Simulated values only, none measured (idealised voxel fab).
process module | voxel spacer lines
cross-section cut | 255 nm wide | cells 5 nm
A cross-section is a grid of square cells, given in bands from the top down. A band is one or more rows of cells.
Each band's line starts with the height of the band's top and of its bottom, in nm. Then come its materials from left to right, each with its width in nm. One material with "throughout" fills the band from edge to edge. "air" is empty space.
Height 0 is the level under which the wafer as received is all one material. The lowest band goes on downwards, as in "0 down".
A width such as "30 to 40" changes by the same amount from each row of cells to the next, from the band's top row to its bottom row.
"no change" after a step means that no cell of the cross-section changed.
closed voids: empty space of 8 cells or more with no open way to the top, each as width x height at its distance from the left edge, in nm
after a step's settings: what the simulator itself notes on the step
overlay nm, on a step with a mask: how far to the right of its planned place the mask lay; to the left if negative
plan
1 op RECEIVE | material Si
2 op CONFORMAL_DEP | material Al2O3 | thk nm 10
3 op DIRECTIONAL_DEP | material TiN | thk nm 10
4 op DIRECTIONAL_DEP | material polySi | thk nm 30
5 op PATTERN | tone cover | mask id MANDREL | material resist | width nm 20 | pitch nm 60 | thk nm 35 | overlay nm 0
6 op DIRECTIONAL_ETCH | etch materials polySi | depth nm 30
7 op STRIP | etch materials resist
8 op CONFORMAL_DEP | material SiO2 | thk nm 10
9 op DIRECTIONAL_ETCH | etch materials SiO2 | depth nm 10
10 op STRIP | etch materials polySi
11 op DIRECTIONAL_ETCH | etch materials TiN | depth nm 10
12 op STRIP | etch materials SiO2
13 op FILL_DEP | material lowk | thk nm 5
14 op CMP | height nm 20
first wafer, as planned
as received, after step 1
  0 down: Si throughout
  closed voids: none
after step 2
  10 to 0: Al2O3 throughout
  below 0: unchanged
after step 3
  20 to 10: TiN throughout
  below 10: unchanged
after step 4
  50 to 20: polySi throughout
  below 20: unchanged
after step 5
  85 to 50: air 85 | resist 20 | air 40 | resist 20 | air 90
  below 50: unchanged
after step 6
  85 to 50: air 85 | resist 20 | air 40 | resist 20 | air 90
  50 to 20: air 85 | polySi 20 | air 40 | polySi 20 | air 90
  below 20: unchanged
after step 7
  50 to 20: air 85 | polySi 20 | air 40 | polySi 20 | air 90
  below 20: unchanged
after step 8
  60 to 50: air 75 | SiO2 40 | air 20 | SiO2 40 | air 80
  50 to 30: air 75 | SiO2 10 | polySi 20 | SiO2 10 | air 20 | SiO2 10 | polySi 20 | SiO2 10 | air 80
  30 to 20: SiO2 85 | polySi 20 | SiO2 40 | polySi 20 | SiO2 90
  below 20: unchanged
after step 9
  50 to 20: air 75 | SiO2 10 | polySi 20 | SiO2 10 | air 20 | SiO2 10 | polySi 20 | SiO2 10 | air 80
  below 20: unchanged
after step 10
  50 to 20: air 75 | SiO2 10 | air 20 | SiO2 10 | air 20 | SiO2 10 | air 20 | SiO2 10 | air 80
  below 20: unchanged
after step 11
  50 to 20: air 75 | SiO2 10 | air 20 | SiO2 10 | air 20 | SiO2 10 | air 20 | SiO2 10 | air 80
  20 to 10: air 75 | TiN 10 | air 20 | TiN 10 | air 20 | TiN 10 | air 20 | TiN 10 | air 80
  below 10: unchanged
after step 12
  20 to 10: air 75 | TiN 10 | air 20 | TiN 10 | air 20 | TiN 10 | air 20 | TiN 10 | air 80
  below 10: unchanged
after step 13
  25 to 20: lowk throughout
  20 to 10: lowk 75 | TiN 10 | lowk 20 | TiN 10 | lowk 20 | TiN 10 | lowk 20 | TiN 10 | lowk 80
  below 10: unchanged
after step 14
  20 to 10: lowk 75 | TiN 10 | lowk 20 | TiN 10 | lowk 20 | TiN 10 | lowk 20 | TiN 10 | lowk 80
  below 10: unchanged
second wafer: like start, like plan, one mistake. Through step 12 it matches the first wafer
when step 13 should have ended
  25 to 20: Al2O3 throughout
  20 to 10: Al2O3 75 | TiN 10 | Al2O3 20 | TiN 10 | Al2O3 20 | TiN 10 | Al2O3 20 | TiN 10 | Al2O3 80
  below 10: unchanged
when step 14 should have ended
  20 to 10: Al2O3 75 | TiN 10 | Al2O3 20 | TiN 10 | Al2O3 20 | TiN 10 | Al2O3 20 | TiN 10 | Al2O3 80
  below 10: unchanged
what went wrong: step 13 ran as: op FILL_DEP | material Al2O3 | thk nm 5
at the end the second wafer has, in cells: 86 more of Al2O3 | 86 fewer of lowk
